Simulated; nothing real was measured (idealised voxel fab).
Presented below is a process module, voxel capacitor over wiring.
In the cross-section labelled cut, the width is 175 nm and each square cell is 5 nm.
Cross-section spec: square-cell grid; bands listed top down; each band is one or more rows. Quick guide to a band line: top height, bottom height (nm) up front; then every material left to right with its width in nm. Only one material and it's marked "full width"? Then it fills the band edge to edge. And "empty" just means empty space. It should be noted that heights are counted from 0, beneath which the wafer as supplied is of one material throughout, and that the lowest band possesses no lower boundary but continues downward, as written in "0 down". A two-number width, for instance "30 to 40", indicates that the width is equal to the first number in the top row of the band and to the second number in the bottom row, and that it changes by a constant amount per row of cells. Reading "no modifications" for a step: not a cell of the cross-section changed in it. Listed in "Trapped void list": every empty space of 8 or more cells without an open way to the top. Form: width x height at distance, the distance being from the left edge, all in nm. Formally, on a step line, whatever follows the settings is a remark that the simulator itself makes on the step. A step line may carry the setting "overlay nm", which, for steps involving a mask, states the distance by which the mask lay to the right of its intended position; negative values denote displacement to the left.
## Steps planned for the process
1) RECEIVE | material Si
2) CONFORMAL_DEP | material SiO2 | thk nm 10
3) DIRECTIONAL_DEP | material TiN | thk nm 5
4) DIRECTIONAL_DEP | material Ru | thk nm 20
5) DIRECTIONAL_DEP | material aC | thk nm 15
6) PATTERN | tone cover | mask id METAL_1 | material resist | width nm 25 | pitch nm 75 | thk nm 30 | overlay nm 0
7) DIRECTIONAL_ETCH | etch materials aC | depth nm 15
8) STRIP | etch materials resist
9) DIRECTIONAL_ETCH | etch materials Ru | depth nm 20
10) DIRECTIONAL_ETCH | etch materials TiN | depth nm 5
11) STRIP | etch materials aC
12) FILL_DEP | material lowk | thk nm 10
13) CMP | height nm 35
14) CONFORMAL_DEP | material SiCN | thk nm 5
15) DIRECTIONAL_DEP | material SiO2 | thk nm 10
16) DIRECTIONAL_DEP | material aC | thk nm 10
17) PATTERN | tone open | mask id PLUG_1 | material resist | width nm 15 | thk nm 25 | overlay nm 0
18) DIRECTIONAL_ETCH | etch materials aC | depth nm 10
19) STRIP | etch materials resist
20) DIRECTIONAL_ETCH | etch materials SiO2 | depth nm 20
21) DIRECTIONAL_ETCH | etch materials SiCN | depth nm 5
22) STRIP | etch materials aC
23) EPI | material Ru | thk nm 10
24) EPI | material Ru | thk nm 10
25) EPI | material Ru | thk nm 5
26) DIRECTIONAL_DEP | material TiN | thk nm 10
27) DIRECTIONAL_DEP | material SiN | thk nm 5
28) DIRECTIONAL_DEP | material TiN | thk nm 5
29) PATTERN | tone cover | mask id UPPER_PLATE | material resist | width nm 55 | thk nm 15 | overlay nm 0
30) DIRECTIONAL_ETCH | etch materials TiN | depth nm 5
31) DIRECTIONAL_ETCH | etch materials SiN | depth nm 5
32) STRIP | etch materials resist
33) MASKED_ETCH | tone cover | mask id LOWER_PLATE | width nm 65 | etch materials TiN | depth nm 10 | overlay nm 0
34) FILL_DEP | material SiO2 | thk nm 20
35) CMP | height nm 95
36) DIRECTIONAL_DEP | material aC | thk nm 10
37) PATTERN | tone open | mask id PLUG_2 | material resist | width nm 15 | thk nm 30 | overlay nm 0
38) DIRECTIONAL_ETCH | etch materials aC | depth nm 10
39) STRIP | etch materials resist
40) DIRECTIONAL_ETCH | etch materials SiO2 | depth nm 15
41) STRIP | etch materials aC
42) CONFORMAL_DEP | material TiN | thk nm 5
43) FILL_DEP | material Cu | thk nm 5
44) CMP | height nm 95
45) CONFORMAL_DEP | material SiN | thk nm 5
The thk nm used in step 15 is not the same on every wafer, whereas the starting condition is; the value printed in the plan is the first wafer's.
## The first of several wafers as received, shown in cross-section; this is its state after step 1
- 0 down: Si full width
- Trapped void list: none
## Once step 45, the last step, is complete, the module is at its end; this is the cross-section of the first of several wafers
- 100 to 95: SiN full width
- 95 to 85: 55 SiO2  5 TiN  5 Cu  5 TiN  105 SiO2
- 85 to 75: 55 to 45 SiO2  15 to 25 TiN  105 SiO2
- 75 to 70: 45 SiO2  25 SiN  105 SiO2
- 70 to 65: 40 SiO2  60 TiN  75 SiO2
- 65 to 60: 40 SiO2  30 TiN  30 SiN  75 SiO2
- 60 to 50: 35 SiO2  35 Ru  35 TiN  70 SiO2
- 50 to 40: 45 SiO2  15 Ru  115 SiO2
- 40 to 35: 45 SiCN  15 Ru  115 SiCN
- 35 to 15: 35 lowk  25 Ru  50 lowk  25 Ru  40 lowk
- 15 to 10: 35 lowk  25 TiN  50 lowk  25 TiN  40 lowk
- 10 to 0: SiO2 full width
- 0 down: Si full width
- Trapped void list: none
## So this is the cross-section on the last wafer at the end of the module
- 100 to 95: SiN full width
- 95 to 90: 55 SiO2  45 TiN  75 SiO2
- 90 to 85: 55 SiO2  5 TiN  40 SiN  75 SiO2
- 85 to 75: 40 SiO2  5 TiN  10 to 15 SiO2  50 to 45 TiN  70 SiO2
- 75 to 70: 45 SiO2  15 TiN  115 SiO2
- 70 to 65: 45 SiO2  15 SiN  115 SiO2
- 65 to 55: 45 SiO2  15 TiN  115 SiO2
- 55 to 40: SiO2 full width
- 40 to 35: SiCN full width
- 35 to 15: 35 lowk  25 Ru  50 lowk  25 Ru  40 lowk
- 15 to 10: 35 lowk  25 TiN  50 lowk  25 TiN  40 lowk
- 10 to 0: SiO2 full width
- 0 down: Si full width
- Trapped void list: none
## Row per wafer, end-of-module: cell gain (+)/loss (-) by material since the wafer came in, then closed voids
thk nm 10, +2 Cu, +63 Ru, +32 SiCN, +46 SiN, +378 SiO2, +54 TiN, +125 lowk, Trapped void list: none
thk nm 15, +2 Cu, +57 Ru, +32 SiCN, +46 SiN, +384 SiO2, +54 TiN, +125 lowk, Trapped void list: none
thk nm 20, +2 Cu, +55 Ru, +32 SiCN, +46 SiN, +386 SiO2, +54 TiN, +125 lowk, Trapped void list: none
thk nm 25, +1 Cu, +40 Ru, +35 SiCN, +46 SiN, +400 SiO2, +53 TiN, +125 lowk, Trapped void list: none
thk nm 30, +40 Ru, +35 SiCN, +46 SiN, +402 SiO2, +52 TiN, +125 lowk, Trapped void list: none
thk nm 35, +40 Ru, +35 SiCN, +46 SiN, +404 SiO2, +50 TiN, +125 lowk, Trapped void list: none
